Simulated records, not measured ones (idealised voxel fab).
process module | voxel ribs on slabs
cross-section cut | 270 nm wide | cells 5 nm
A cross-section is a grid of square cells, given in bands from the top down. A band is one or more rows of cells.
Each band's line starts with the height of the band's top and of its bottom, in nm. Then come its materials from left to right, each with its width in nm. One material with "throughout" fills the band from edge to edge. "air" is empty space.
Height 0 is the level under which the wafer as received is all one material. The lowest band goes on downwards, as in "0 down".
A width such as "30 to 40" changes by the same amount from each row of cells to the next, from the band's top row to its bottom row.
"no change" after a step means that no cell of the cross-section changed.
closed voids: empty space of 8 cells or more with no open way to the top, each as width x height at its distance from the left edge, in nm
after a step's settings: what the simulator itself notes on the step
overlay nm, on a step with a mask: how far to the right of its planned place the mask lay; to the left if negative
plan
1 op RECEIVE | material Si
2 op DIRECTIONAL_DEP | material SiO2 | thk nm 30
3 op DIRECTIONAL_DEP | material polySi | thk nm 20
4 op PATTERN | tone cover | mask id RIB | material resist | width nm 30 | thk nm 20 | overlay nm 0
5 op DIRECTIONAL_ETCH | etch materials polySi | depth nm 10
6 op STRIP | etch materials resist
7 op MASKED_ETCH | tone cover | mask id SLAB | width nm 60 | etch materials polySi | depth nm 10 | overlay nm 0
8 op FILL_DEP | material SiO2 | thk nm 20
9 op CMP | height nm 60
10 op DIRECTIONAL_DEP | material W | thk nm 5
11 op MASKED_ETCH | tone cover | mask id HEATER | width nm 40 | etch materials W | depth nm 5 | overlay nm 0
12 op CONFORMAL_DEP | material SiO2 | thk nm 5
as received, after step 1
  0 down: Si throughout
  closed voids: none
a wafer at the end: this start, this plan, one mistake
  70 to 65: air 110 | SiO2 50 | air 110
  65 to 60: SiO2 115 | W 40 | SiO2 115
  60 to 45: SiO2 throughout
  45 to 35: SiO2 120 | polySi 30 | SiO2 120
  35 to 30: SiO2 105 | polySi 60 | SiO2 105
  30 to 0: SiO2 throughout
  0 down: Si throughout
  closed voids: none
what went wrong: step 3 ran as: op DIRECTIONAL_DEP | material polySi | thk nm 15
